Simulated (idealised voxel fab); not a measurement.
The process module that follows is named voxel self aligned contacts.
Shown is cross-section cut, with a width of 200 nm and square cells of size 5 nm.
Cross-section, as written here: a square-cell grid given band by band from the top down, where a band holds one or more rows of cells.
Top height, bottom height, nm. Materials left to right, width each, nm. Single material + "throughout" = fills band edge to edge. "air" = empty.
Heights are reckoned from 0. Under this level, the received wafer is all of one material. The bottommost band is open-ended downward, for example "from 0 down".
Width "30 to 40": first value at the band's top row of cells, second value at its bottom row, equal change from row to row.
You'll sometimes find "remained the same" written for a step, and that's the way of saying that nowhere in the cross-section did a cell change during that step.
"Entrapped voids": empty spaces of 8 cells or more with no open way to the top, each given as width x height at distance, distance from the left edge, all in nm.
Heads up: the bit after the settings on a step's line is the simulator's remark on that step.
"overlay nm" answers the question of how far to the right of plan the mask lay on a step that has a mask, and when it is negative the answer is to the left.
Below you will find pairs of cross-sections. In each, one shows the wafer before one process step and the other after it, with the after view ending at the lowest band that changed. Under each pair is the step separating them, along with its settings. Do not assume the pairs form a chain: they can come from different runs of this module on the same starting wafer, and a pair continues from the pair above it only when its "Pre-step profile" entry says so.
Pre-step profile
	from 60 to 55 | 75 nm TiN, then 45 nm air, then 80 nm TiN
	from 55 to 40 | 70 nm SiO2, then 5 nm TiN, then 45 nm air, then 5 nm TiN, then 75 nm SiO2
	from 40 to 35 | 70 nm SiO2, then 20 nm TiN, then 15 nm air, then 20 nm TiN, then 75 nm SiO2
	from 35 to 15 | 40 nm SiO2, then 45 nm SiN, then 5 nm TiN, then 15 nm air, then 5 nm TiN, then 45 nm SiN, then 45 nm SiO2
	from 15 to 5 | 40 nm SiO2, then 5 nm SiN, then 35 nm polySi, then 5 nm SiN, then 5 nm TiN, then 15 nm air, then 5 nm TiN, then 5 nm SiN, then 35 nm polySi, then 5 nm SiN, then 45 nm SiO2
	from 5 to 0 | 85 nm SiO2, then 25 nm TiN, then 90 nm SiO2
	from 0 down | Si throughout
	Entrapped voids: none
After
	from 65 to 60 | Ru throughout
	from 60 to 55 | 75 nm TiN, then 45 nm Ru, then 80 nm TiN
	from 55 to 40 | 70 nm SiO2, then 5 nm TiN, then 45 nm Ru, then 5 nm TiN, then 75 nm SiO2
	from 40 to 35 | 70 nm SiO2, then 20 nm TiN, then 15 nm Ru, then 20 nm TiN, then 75 nm SiO2
	from 35 to 15 | 40 nm SiO2, then 45 nm SiN, then 5 nm TiN, then 15 nm Ru, then 5 nm TiN, then 45 nm SiN, then 45 nm SiO2
	from 15 to 5 | 40 nm SiO2, then 5 nm SiN, then 35 nm polySi, then 5 nm SiN, then 5 nm TiN, then 15 nm Ru, then 5 nm TiN, then 5 nm SiN, then 35 nm polySi, then 5 nm SiN, then 45 nm SiO2
	Below 5, the layers are the same as they were.
	Entrapped voids: none
So what happened between those two cross-sections up there? FILL_DEP, material Ru, thk nm 5
Pre-step profile: after-state, pair directly above.
After
	from 55 to 40 | 70 nm SiO2, then 5 nm TiN, then 45 nm Ru, then 5 nm TiN, then 75 nm SiO2
	Below 40, the layers are the same as they were.
	Entrapped voids: none
So what happened between those two cross-sections up there? CMP, height nm 55
Pre-step profile: after-state, pair directly above.
After
	from 60 to 55 | SiN throughout
	Below 55, the layers are the same as they were.
	Entrapped voids: none
So what happened between those two cross-sections up there? CONFORMAL_DEP, material SiN, thk nm 5
Pre-step profile
	from 45 to 25 | SiN throughout
	from 25 to 5 | polySi throughout
	from 5 to 0 | SiO2 throughout
	from 0 down | Si throughout
	Entrapped voids: none
After
	from 65 to 45 | 40 nm air, then 45 nm resist, then 25 nm air, then 45 nm resist, then 45 nm air
	Below 45, the layers are the same as they were.
	Entrapped voids: none
So what happened between those two cross-sections up there? PATTERN, tone cover, mask id GATE, material resist, width nm 45, pitch nm 70, thk nm 20, overlay nm 0
Pre-step profile: after-state, pair directly above.
After
	from 65 to 45 | 40 nm air, then 45 nm resist, then 25 nm air, then 45 nm resist, then 45 nm air
	from 45 to 25 | 40 nm air, then 45 nm SiN, then 25 nm air, then 45 nm SiN, then 45 nm air
	Below 25, the layers are the same as they were.
	Entrapped voids: none
So what happened between those two cross-sections up there? DIRECTIONAL_ETCH, etch materials SiN, depth nm 20
Pre-step profile: after-state, pair directly above.
After
	from 65 to 45 | 40 nm air, then 45 nm resist, then 25 nm air, then 45 nm resist, then 45 nm air
	from 45 to 25 | 40 nm air, then 45 nm SiN, then 25 nm air, then 45 nm SiN, then 45 nm air
	from 25 to 5 | 40 nm air, then 45 nm polySi, then 25 nm air, then 45 nm polySi, then 45 nm air
	Below 5, the layers are the same as they were.
	Entrapped voids: none
So what happened between those two cross-sections up there? DIRECTIONAL_ETCH, etch materials polySi, depth nm 20
Pre-step profile: after-state, pair directly above.
After
	from 45 to 25 | 40 nm air, then 45 nm SiN, then 25 nm air, then 45 nm SiN, then 45 nm air
	Below 25, the layers are the same as they were.
	Entrapped voids: none
So what happened between those two cross-sections up there? STRIP, etch materials resist
Pre-step profile: after-state, pair directly above.
After
	from 50 to 25 | 35 nm air, then 55 nm SiN, then 15 nm air, then 55 nm SiN, then 40 nm air
	from 25 to 10 | 35 nm air, then 5 nm SiN, then 45 nm polySi, then 5 nm SiN, then 15 nm air, then 5 nm SiN, then 45 nm polySi, then 5 nm SiN, then 40 nm air
	from 10 to 5 | 40 nm SiN, then 45 nm polySi, then 25 nm SiN, then 45 nm polySi, then 45 nm SiN
	Below 5, the layers are the same as they were.
	Entrapped voids: none
So what happened between those two cross-sections up there? CONFORMAL_DEP, material SiN, thk nm 5
Pre-step profile: after-state, pair directly above.
After
	from 45 to 25 | 35 nm air, then 55 nm SiN, then 15 nm air, then 55 nm SiN, then 40 nm air
	from 25 to 5 | 35 nm air, then 5 nm SiN, then 45 nm polySi, then 5 nm SiN, then 15 nm air, then 5 nm SiN, then 45 nm polySi, then 5 nm SiN, then 40 nm air
	Below 5, the layers are the same as they were.
	Entrapped voids: none
So what happened between those two cross-sections up there? DIRECTIONAL_ETCH, etch materials SiN, depth nm 5
Pre-step profile: after-state, pair directly above.
After
	from 65 to 45 | SiO2 throughout
	from 45 to 25 | 35 nm SiO2, then 55 nm SiN, then 15 nm SiO2, then 55 nm SiN, then 40 nm SiO2
	from 25 to 5 | 35 nm SiO2, then 5 nm SiN, then 45 nm polySi, then 5 nm SiN, then 15 nm SiO2, then 5 nm SiN, then 45 nm polySi, then 5 nm SiN, then 40 nm SiO2
	Below 5, the layers are the same as they were.
	Entrapped voids: none
So what happened between those two cross-sections up there? FILL_DEP, material SiO2, thk nm 20
Pre-step profile: after-state, pair directly above.
After
	from 55 to 45 | SiO2 throughout
	Below 45, the layers are the same as they were.
	Entrapped voids: none
So what happened between those two cross-sections up there? CMP, height nm 55
Pre-step profile: after-state, pair directly above.
After
	from 55 to 45 | 70 nm SiO2, then 55 nm air, then 75 nm SiO2
	from 45 to 25 | 35 nm SiO2, then 55 nm SiN, then 15 nm air, then 55 nm SiN, then 40 nm SiO2
	from 25 to 5 | 35 nm SiO2, then 5 nm SiN, then 45 nm polySi, then 5 nm SiN, then 15 nm air, then 5 nm SiN, then 45 nm polySi, then 5 nm SiN, then 40 nm SiO2
	from 5 to 0 | 90 nm SiO2, then 15 nm air, then 95 nm SiO2
	Below 0, the layers are the same as they were.
	Entrapped voids: none
So what happened between those two cross-sections up there? MASKED_ETCH, tone open, mask id CONTACT, width nm 55, etch materials SiO2, depth nm 55, overlay nm 0
Pre-step profile: after-state, pair directly above.
After
	from 60 to 55 | 75 nm TiN, then 45 nm air, then 80 nm TiN
	from 55 to 45 | 70 nm SiO2, then 5 to 25 nm TiN, then 45 to 5 nm air, then 5 to 25 nm TiN, then 75 nm SiO2
	from 45 to 25 | 35 nm SiO2, then 55 nm SiN, then 5 nm TiN, then 5 nm air, then 5 nm TiN, then 55 nm SiN, then 40 nm SiO2
	from 25 to 5 | 35 nm SiO2, then 5 nm SiN, then 45 nm polySi, then 5 nm SiN, then 5 nm TiN, then 5 nm air, then 5 nm TiN, then 5 nm SiN, then 45 nm polySi, then 5 nm SiN, then 40 nm SiO2
	from 5 to 0 | 90 nm SiO2, then 15 nm TiN, then 95 nm SiO2
	Below 0, the layers are the same as they were.
	Entrapped voids: none
So what happened between those two cross-sections up there? CONFORMAL_DEP, material TiN, thk nm 5
Pre-step profile: after-state, pair directly above.
After
	from 65 to 60 | Ru throughout
	from 60 to 55 | 75 nm TiN, then 45 nm Ru, then 80 nm TiN
	from 55 to 45 | 70 nm SiO2, then 5 to 25 nm TiN, then 45 to 5 nm Ru, then 5 to 25 nm TiN, then 75 nm SiO2
	from 45 to 25 | 35 nm SiO2, then 55 nm SiN, then 5 nm TiN, then 5 nm Ru, then 5 nm TiN, then 55 nm SiN, then 40 nm SiO2
	from 25 to 5 | 35 nm SiO2, then 5 nm SiN, then 45 nm polySi, then 5 nm SiN, then 5 nm TiN, then 5 nm Ru, then 5 nm TiN, then 5 nm SiN, then 45 nm polySi, then 5 nm SiN, then 40 nm SiO2
	Below 5, the layers are the same as they were.
	Entrapped voids: none
So what happened between those two cross-sections up there? FILL_DEP, material Ru, thk nm 5
Pre-step profile: after-state, pair directly above.
After
	from 55 to 45 | 70 nm SiO2, then 5 to 25 nm TiN, then 45 to 5 nm Ru, then 5 to 25 nm TiN, then 75 nm SiO2
	Below 45, the layers are the same as they were.
	Entrapped voids: none
So what happened between those two cross-sections up there? CMP, height nm 55
Pre-step profile: after-state, pair directly above.
After
	from 60 to 55 | SiN throughout
	Below 55, the layers are the same as they were.
	Entrapped voids: none
So what happened between those two cross-sections up there? CONFORMAL_DEP, material SiN, thk nm 5
Pre-step profile
	from 45 to 25 | SiN throughout
	from 25 to 5 | polySi throughout
	from 5 to 0 | SiO2 throughout
	from 0 down | Si throughout
	Entrapped voids: none
After
	from 65 to 45 | 40 nm air, then 35 nm resist, then 35 nm air, then 35 nm resist, then 55 nm air
	Below 45, the layers are the same as they were.
	Entrapped voids: none
So what happened between those two cross-sections up there? PATTERN, tone cover, mask id GATE, material resist, width nm 35, pitch nm 70, thk nm 20, overlay nm -5
Pre-step profile: after-state, pair directly above.
After
	from 65 to 45 | 40 nm air, then 35 nm resist, then 35 nm air, then 35 nm resist, then 55 nm air
	from 45 to 25 | 40 nm air, then 35 nm SiN, then 35 nm air, then 35 nm SiN, then 55 nm air
	Below 25, the layers are the same as they were.
	Entrapped voids: none
So what happened between those two cross-sections up there? DIRECTIONAL_ETCH, etch materials SiN, depth nm 20
Pre-step profile: after-state, pair directly above.
After
	from 65 to 45 | 40 nm air, then 35 nm resist, then 35 nm air, then 35 nm resist, then 55 nm air
	from 45 to 25 | 40 nm air, then 35 nm SiN, then 35 nm air, then 35 nm SiN, then 55 nm air
	from 25 to 5 | 40 nm air, then 35 nm polySi, then 35 nm air, then 35 nm polySi, then 55 nm air
	Below 5, the layers are the same as they were.
	Entrapped voids: none
So what happened between those two cross-sections up there? DIRECTIONAL_ETCH, etch materials polySi, depth nm 20
Pre-step profile: after-state, pair directly above.
After
	from 45 to 25 | 40 nm air, then 35 nm SiN, then 35 nm air, then 35 nm SiN, then 55 nm air
	Below 25, the layers are the same as they were.
	Entrapped voids: none
So what happened between those two cross-sections up there? STRIP, etch materials resist
Pre-step profile: after-state, pair directly above.
After
	from 50 to 25 | 35 nm air, then 45 nm SiN, then 25 nm air, then 45 nm SiN, then 50 nm air
	from 25 to 10 | 35 nm air, then 5 nm SiN, then 35 nm polySi, then 5 nm SiN, then 25 nm air, then 5 nm SiN, then 35 nm polySi, then 5 nm SiN, then 50 nm air
	from 10 to 5 | 40 nm SiN, then 35 nm polySi, then 35 nm SiN, then 35 nm polySi, then 55 nm SiN
	Below 5, the layers are the same as they were.
	Entrapped voids: none
So what happened between those two cross-sections up there? CONFORMAL_DEP, material SiN, thk nm 5
Pre-step profile: after-state, pair directly above.
After
	from 45 to 25 | 35 nm air, then 45 nm SiN, then 25 nm air, then 45 nm SiN, then 50 nm air
	from 25 to 5 | 35 nm air, then 5 nm SiN, then 35 nm polySi, then 5 nm SiN, then 25 nm air, then 5 nm SiN, then 35 nm polySi, then 5 nm SiN, then 50 nm air
	Below 5, the layers are the same as they were.
	Entrapped voids: none
So what happened between those two cross-sections up there? DIRECTIONAL_ETCH, etch materials SiN, depth nm 5
Pre-step profile: after-state, pair directly above.
After
	from 65 to 45 | SiO2 throughout
	from 45 to 25 | 35 nm SiO2, then 45 nm SiN, then 25 nm SiO2, then 45 nm SiN, then 50 nm SiO2
	from 25 to 5 | 35 nm SiO2, then 5 nm SiN, then 35 nm polySi, then 5 nm SiN, then 25 nm SiO2, then 5 nm SiN, then 35 nm polySi, then 5 nm SiN, then 50 nm SiO2
	Below 5, the layers are the same as they were.
	Entrapped voids: none
So what happened between those two cross-sections up there? FILL_DEP, material SiO2, thk nm 20
Pre-step profile: after-state, pair directly above.
After
	from 55 to 45 | SiO2 throughout
	Below 45, the layers are the same as they were.
	Entrapped voids: none
So what happened between those two cross-sections up there? CMP, height nm 55
Pre-step profile: after-state, pair directly above.
After
	from 55 to 45 | 70 nm SiO2, then 55 nm air, then 75 nm SiO2
	from 45 to 25 | 35 nm SiO2, then 45 nm SiN, then 25 nm air, then 45 nm SiN, then 50 nm SiO2
	from 25 to 5 | 35 nm SiO2, then 5 nm SiN, then 35 nm polySi, then 5 nm SiN, then 25 nm air, then 5 nm SiN, then 35 nm polySi, then 5 nm SiN, then 50 nm SiO2
	from 5 to 0 | 80 nm SiO2, then 25 nm air, then 95 nm SiO2
	Below 0, the layers are the same as they were.
	Entrapped voids: none
So what happened between those two cross-sections up there? MASKED_ETCH, tone open, mask id CONTACT, width nm 55, etch materials SiO2, depth nm 55, overlay nm 0
Pre-step profile: after-state, pair directly above.
After
	from 60 to 55 | 75 nm TiN, then 45 nm air, then 80 nm TiN
	from 55 to 45 | 70 nm SiO2, then 5 to 15 nm TiN, then 45 to 15 nm air, then 5 to 25 nm TiN, then 75 nm SiO2
	from 45 to 25 | 35 nm SiO2, then 45 nm SiN, then 5 nm TiN, then 15 nm air, then 5 nm TiN, then 45 nm SiN, then 50 nm SiO2
	from 25 to 5 | 35 nm SiO2, then 5 nm SiN, then 35 nm polySi, then 5 nm SiN, then 5 nm TiN, then 15 nm air, then 5 nm TiN, then 5 nm SiN, then 35 nm polySi, then 5 nm SiN, then 50 nm SiO2
	from 5 to 0 | 80 nm SiO2, then 25 nm TiN, then 95 nm SiO2
	Below 0, the layers are the same as they were.
	Entrapped voids: none
So what happened between those two cross-sections up there? CONFORMAL_DEP, material TiN, thk nm 5
Pre-step profile: after-state, pair directly above.
After
	from 65 to 60 | Ru throughout
	from 60 to 55 | 75 nm TiN, then 45 nm Ru, then 80 nm TiN
	from 55 to 45 | 70 nm SiO2, then 5 to 15 nm TiN, then 45 to 15 nm Ru, then 5 to 25 nm TiN, then 75 nm SiO2
	from 45 to 25 | 35 nm SiO2, then 45 nm SiN, then 5 nm TiN, then 15 nm Ru, then 5 nm TiN, then 45 nm SiN, then 50 nm SiO2
	from 25 to 5 | 35 nm SiO2, then 5 nm SiN, then 35 nm polySi, then 5 nm SiN, then 5 nm TiN, then 15 nm Ru, then 5 nm TiN, then 5 nm SiN, then 35 nm polySi, then 5 nm SiN, then 50 nm SiO2
	Below 5, the layers are the same as they were.
	Entrapped voids: none
So what happened between those two cross-sections up there? FILL_DEP, material Ru, thk nm 5
Pre-step profile: after-state, pair directly above.
After
	from 55 to 45 | 70 nm SiO2, then 5 to 15 nm TiN, then 45 to 15 nm Ru, then 5 to 25 nm TiN, then 75 nm SiO2
	Below 45, the layers are the same as they were.
	Entrapped voids: none
So what happened between those two cross-sections up there? CMP, height nm 55
Pre-step profile: after-state, pair directly above.
After
	from 60 to 55 | SiN throughout
	Below 55, the layers are the same as they were.
	Entrapped voids: none
So what happened between those two cross-sections up there? CONFORMAL_DEP, material SiN, thk nm 5
Pre-step profile
	from 0 down | Si throughout
	Entrapped voids: none
After
	from 5 to 0 | polySi throughout
	Below 0, the layers are the same as they were.
	Entrapped voids: none
So what happened between those two cross-sections up there? CONFORMAL_DEP, material polySi, thk nm 5
Pre-step profile: after-state, pair directly above.
After
	from 25 to 0 | polySi throughout
	Below 0, the layers are the same as they were.
	Entrapped voids: none
So what happened between those two cross-sections up there? DIRECTIONAL_DEP, material polySi, thk nm 20
Pre-step profile: after-state, pair directly above.
After
	from 45 to 25 | SiN throughout
	Below 25, the layers are the same as they were.
	Entrapped voids: none
So what happened between those two cross-sections up there? DIRECTIONAL_DEP, material SiN, thk nm 20
Pre-step profile: after-state, pair directly above.
After
	from 65 to 45 | 45 nm air, then 35 nm resist, then 35 nm air, then 35 nm resist, then 50 nm air
	Below 45, the layers are the same as they were.
	Entrapped voids: none
So what happened between those two cross-sections up there? PATTERN, tone cover, mask id GATE, material resist, width nm 35, pitch nm 70, thk nm 20, overlay nm 0
Pre-step profile: after-state, pair directly above.
After
	from 65 to 45 | 45 nm air, then 35 nm resist, then 35 nm air, then 35 nm resist, then 50 nm air
	from 45 to 25 | 45 nm air, then 35 nm SiN, then 35 nm air, then 35 nm SiN, then 50 nm air
	Below 25, the layers are the same as they were.
	Entrapped voids: none
So what happened between those two cross-sections up there? DIRECTIONAL_ETCH, etch materials SiN, depth nm 20
Pre-step profile: after-state, pair directly above.
After
	from 65 to 45 | 45 nm air, then 35 nm resist, then 35 nm air, then 35 nm resist, then 50 nm air
	from 45 to 25 | 45 nm air, then 35 nm SiN, then 35 nm air, then 35 nm SiN, then 50 nm air
	from 25 to 5 | 45 nm air, then 35 nm polySi, then 35 nm air, then 35 nm polySi, then 50 nm air
	Below 5, the layers are the same as they were.
	Entrapped voids: none
So what happened between those two cross-sections up there? DIRECTIONAL_ETCH, etch materials polySi, depth nm 20
Pre-step profile: after-state, pair directly above.
After
	from 45 to 25 | 45 nm air, then 35 nm SiN, then 35 nm air, then 35 nm SiN, then 50 nm air
	Below 25, the layers are the same as they were.
	Entrapped voids: none
So what happened between those two cross-sections up there? STRIP, etch materials resist
Pre-step profile: after-state, pair directly above.
After
	from 50 to 25 | 40 nm air, then 45 nm SiN, then 25 nm air, then 45 nm SiN, then 45 nm air
	from 25 to 10 | 40 nm air, then 5 nm SiN, then 35 nm polySi, then 5 nm SiN, then 25 nm air, then 5 nm SiN, then 35 nm polySi, then 5 nm SiN, then 45 nm air
	from 10 to 5 | 45 nm SiN, then 35 nm polySi, then 35 nm SiN, then 35 nm polySi, then 50 nm SiN
	Below 5, the layers are the same as they were.
	Entrapped voids: none
So what happened between those two cross-sections up there? CONFORMAL_DEP, material SiN, thk nm 5
Pre-step profile: after-state, pair directly above.
After
	from 45 to 25 | 40 nm air, then 45 nm SiN, then 25 nm air, then 45 nm SiN, then 45 nm air
	from 25 to 5 | 40 nm air, then 5 nm SiN, then 35 nm polySi, then 5 nm SiN, then 25 nm air, then 5 nm SiN, then 35 nm polySi, then 5 nm SiN, then 45 nm air
	Below 5, the layers are the same as they were.
	Entrapped voids: none
So what happened between those two cross-sections up there? DIRECTIONAL_ETCH, etch materials SiN, depth nm 5
Pre-step profile: after-state, pair directly above.
After
	from 65 to 45 | SiO2 throughout
	from 45 to 25 | 40 nm SiO2, then 45 nm SiN, then 25 nm SiO2, then 45 nm SiN, then 45 nm SiO2
	from 25 to 5 | 40 nm SiO2, then 5 nm SiN, then 35 nm polySi, then 5 nm SiN, then 25 nm SiO2, then 5 nm SiN, then 35 nm polySi, then 5 nm SiN, then 45 nm SiO2
	Below 5, the layers are the same as they were.
	Entrapped voids: none
So what happened between those two cross-sections up there? FILL_DEP, material SiO2, thk nm 20
Pre-step profile: after-state, pair directly above.
After
	from 55 to 45 | SiO2 throughout
	Below 45, the layers are the same as they were.
	Entrapped voids: none
So what happened between those two cross-sections up there? CMP, height nm 55
Pre-step profile: after-state, pair directly above.
After
	from 55 to 45 | 70 nm SiO2, then 55 nm air, then 75 nm SiO2
	from 45 to 25 | 40 nm SiO2, then 45 nm SiN, then 25 nm air, then 45 nm SiN, then 45 nm SiO2
	from 25 to 5 | 40 nm SiO2, then 5 nm SiN, then 35 nm polySi, then 5 nm SiN, then 25 nm air, then 5 nm SiN, then 35 nm polySi, then 5 nm SiN, then 45 nm SiO2
	Below 5, the layers are the same as they were.
	Entrapped voids: none
So what happened between those two cross-sections up there? MASKED_ETCH, tone open, mask id CONTACT, width nm 55, etch materials SiO2, depth nm 55, overlay nm 0
Pre-step profile: after-state, pair directly above.
After
	from 60 to 55 | 75 nm TiN, then 45 nm air, then 80 nm TiN
	from 55 to 45 | 70 nm SiO2, then 5 to 20 nm TiN, then 45 to 15 nm air, then 5 to 20 nm TiN, then 75 nm SiO2
	from 45 to 25 | 40 nm SiO2, then 45 nm SiN, then 5 nm TiN, then 15 nm air, then 5 nm TiN, then 45 nm SiN, then 45 nm SiO2
	from 25 to 10 | 40 nm SiO2, then 5 nm SiN, then 35 nm polySi, then 5 nm SiN, then 5 nm TiN, then 15 nm air, then 5 nm TiN, then 5 nm SiN, then 35 nm polySi, then 5 nm SiN, then 45 nm SiO2
	from 10 to 5 | 40 nm SiO2, then 5 nm SiN, then 35 nm polySi, then 5 nm SiN, then 25 nm TiN, then 5 nm SiN, then 35 nm polySi, then 5 nm SiN, then 45 nm SiO2
	Below 5, the layers are the same as they were.
	Entrapped voids: none
So what happened between those two cross-sections up there? CONFORMAL_DEP, material TiN, thk nm 5
Pre-step profile: after-state, pair directly above.
After
	from 65 to 60 | Ru throughout
	from 60 to 55 | 75 nm TiN, then 45 nm Ru, then 80 nm TiN
	from 55 to 45 | 70 nm SiO2, then 5 to 20 nm TiN, then 45 to 15 nm Ru, then 5 to 20 nm TiN, then 75 nm SiO2
	from 45 to 25 | 40 nm SiO2, then 45 nm SiN, then 5 nm TiN, then 15 nm Ru, then 5 nm TiN, then 45 nm SiN, then 45 nm SiO2
	from 25 to 10 | 40 nm SiO2, then 5 nm SiN, then 35 nm polySi, then 5 nm SiN, then 5 nm TiN, then 15 nm Ru, then 5 nm TiN, then 5 nm SiN, then 35 nm polySi, then 5 nm SiN, then 45 nm SiO2
	Below 10, the layers are the same as they were.
	Entrapped voids: none
So what happened between those two cross-sections up there? FILL_DEP, material Ru, thk nm 5
Pre-step profile: after-state, pair directly above.
After
	from 55 to 45 | 70 nm SiO2, then 5 to 20 nm TiN, then 45 to 15 nm Ru, then 5 to 20 nm TiN, then 75 nm SiO2
	Below 45, the layers are the same as they were.
	Entrapped voids: none
So what happened between those two cross-sections up there? CMP, height nm 55
Pre-step profile: after-state, pair directly above.
After
	from 60 to 55 | SiN throughout
	Below 55, the layers are the same as they were.
	Entrapped voids: none
So what happened between those two cross-sections up there? CONFORMAL_DEP, material SiN, thk nm 5
Pre-step profile
	from 45 to 25 | SiN throughout
	from 25 to 5 | polySi throughout
	from 5 to 0 | SiO2 throughout
	from 0 down | Si throughout
	Entrapped voids: none
After
	from 65 to 45 | 45 nm resist, then 35 nm air, then 35 nm resist, then 35 nm air, then 50 nm resist
	Below 45, the layers are the same as they were.
	Entrapped voids: none
So what happened between those two cross-sections up there? PATTERN, tone open, mask id GATE, material resist, width nm 35, pitch nm 70, thk nm 20, overlay nm 0
Pre-step profile: after-state, pair directly above.
After
	from 65 to 45 | 45 nm resist, then 35 nm air, then 35 nm resist, then 35 nm air, then 50 nm resist
	from 45 to 25 | 45 nm SiN, then 35 nm air, then 35 nm SiN, then 35 nm air, then 50 nm SiN
	Below 25, the layers are the same as they were.
	Entrapped voids: none
So what happened between those two cross-sections up there? DIRECTIONAL_ETCH, etch materials SiN, depth nm 20
Pre-step profile: after-state, pair directly above.
After
	from 65 to 45 | 45 nm resist, then 35 nm air, then 35 nm resist, then 35 nm air, then 50 nm resist
	from 45 to 25 | 45 nm SiN, then 35 nm air, then 35 nm SiN, then 35 nm air, then 50 nm SiN
	from 25 to 5 | 45 nm polySi, then 35 nm air, then 35 nm polySi, then 35 nm air, then 50 nm polySi
	Below 5, the layers are the same as they were.
	Entrapped voids: none
So what happened between those two cross-sections up there? DIRECTIONAL_ETCH, etch materials polySi, depth nm 20
Pre-step profile: after-state, pair directly above.
After
	from 45 to 25 | 45 nm SiN, then 35 nm air, then 35 nm SiN, then 35 nm air, then 50 nm SiN
	Below 25, the layers are the same as they were.
	Entrapped voids: none
So what happened between those two cross-sections up there? STRIP, etch materials resist
Pre-step profile: after-state, pair directly above.
After
	from 50 to 25 | 50 nm SiN, then 25 nm air, then 45 nm SiN, then 25 nm air, then 55 nm SiN
	from 25 to 10 | 45 nm polySi, then 5 nm SiN, then 25 nm air, then 5 nm SiN, then 35 nm polySi, then 5 nm SiN, then 25 nm air, then 5 nm SiN, then 50 nm polySi
	from 10 to 5 | 45 nm polySi, then 35 nm SiN, then 35 nm polySi, then 35 nm SiN, then 50 nm polySi
	Below 5, the layers are the same as they were.
	Entrapped voids: none
So what happened between those two cross-sections up there? CONFORMAL_DEP, material SiN, thk nm 5
Pre-step profile: after-state, pair directly above.
After
	from 45 to 25 | 50 nm SiN, then 25 nm air, then 45 nm SiN, then 25 nm air, then 55 nm SiN
	from 25 to 5 | 45 nm polySi, then 5 nm SiN, then 25 nm air, then 5 nm SiN, then 35 nm polySi, then 5 nm SiN, then 25 nm air, then 5 nm SiN, then 50 nm polySi
	Below 5, the layers are the same as they were.
	Entrapped voids: none
So what happened between those two cross-sections up there? DIRECTIONAL_ETCH, etch materials SiN, depth nm 5
Pre-step profile: after-state, pair directly above.
After
	from 65 to 45 | SiO2 throughout
	from 45 to 25 | 50 nm SiN, then 25 nm SiO2, then 45 nm SiN, then 25 nm SiO2, then 55 nm SiN
	from 25 to 5 | 45 nm polySi, then 5 nm SiN, then 25 nm SiO2, then 5 nm SiN, then 35 nm polySi, then 5 nm SiN, then 25 nm SiO2, then 5 nm SiN, then 50 nm polySi
	Below 5, the layers are the same as they were.
	Entrapped voids: none
So what happened between those two cross-sections up there? FILL_DEP, material SiO2, thk nm 20
Pre-step profile: after-state, pair directly above.
After
	from 55 to 45 | SiO2 throughout
	Below 45, the layers are the same as they were.
	Entrapped voids: none
So what happened between those two cross-sections up there? CMP, height nm 55
Pre-step profile: after-state, pair directly above.
After
	from 55 to 45 | 70 nm SiO2, then 55 nm air, then 75 nm SiO2
	from 45 to 25 | 50 nm SiN, then 20 nm SiO2, then 5 nm air, then 45 nm SiN, then 5 nm air, then 20 nm SiO2, then 55 nm SiN
	from 25 to 5 | 45 nm polySi, then 5 nm SiN, then 20 nm SiO2, then 5 nm air, then 5 nm SiN, then 35 nm polySi, then 5 nm SiN, then 5 nm air, then 20 nm SiO2, then 5 nm SiN, then 50 nm polySi
	from 5 to 0 | 70 nm SiO2, then 5 nm air, then 45 nm SiO2, then 5 nm air, then 75 nm SiO2
	Below 0, the layers are the same as they were.
	Entrapped voids: none
So what happened between those two cross-sections up there? MASKED_ETCH, tone open, mask id CONTACT, width nm 55, etch materials SiO2, depth nm 55, overlay nm 0
Pre-step profile: after-state, pair directly above.
After
	from 60 to 55 | 75 nm TiN, then 45 nm air, then 80 nm TiN
	from 55 to 50 | 70 nm SiO2, then 5 nm TiN, then 45 nm air, then 5 nm TiN, then 75 nm SiO2
	from 50 to 45 | 70 nm SiO2, then 55 nm TiN, then 75 nm SiO2
	from 45 to 25 | 50 nm SiN, then 20 nm SiO2, then 5 nm TiN, then 45 nm SiN, then 5 nm TiN, then 20 nm SiO2, then 55 nm SiN
	from 25 to 5 | 45 nm polySi, then 5 nm SiN, then 20 nm SiO2, then 5 nm TiN, then 5 nm SiN, then 35 nm polySi, then 5 nm SiN, then 5 nm TiN, then 20 nm SiO2, then 5 nm SiN, then 50 nm polySi
	from 5 to 0 | 70 nm SiO2, then 5 nm TiN, then 45 nm SiO2, then 5 nm TiN, then 75 nm SiO2
	Below 0, the layers are the same as they were.
	Entrapped voids: none
So what happened between those two cross-sections up there? CONFORMAL_DEP, material TiN, thk nm 5
Pre-step profile: after-state, pair directly above.
After
	from 65 to 60 | Ru throughout
	from 60 to 55 | 75 nm TiN, then 45 nm Ru, then 80 nm TiN
	from 55 to 50 | 70 nm SiO2, then 5 nm TiN, then 45 nm Ru, then 5 nm TiN, then 75 nm SiO2
	Below 50, the layers are the same as they were.
	Entrapped voids: none
So what happened between those two cross-sections up there? FILL_DEP, material Ru, thk nm 5
Pre-step profile: after-state, pair directly above.
After
	from 55 to 50 | 70 nm SiO2, then 5 nm TiN, then 45 nm Ru, then 5 nm TiN, then 75 nm SiO2
	Below 50, the layers are the same as they were.
	Entrapped voids: none
So what happened between those two cross-sections up there? CMP, height nm 55
Pre-step profile: after-state, pair directly above.
After
	from 60 to 55 | SiN throughout
	Below 55, the layers are the same as they were.
	Entrapped voids: none
So what happened between those two cross-sections up there? CONFORMAL_DEP, material SiN, thk nm 5
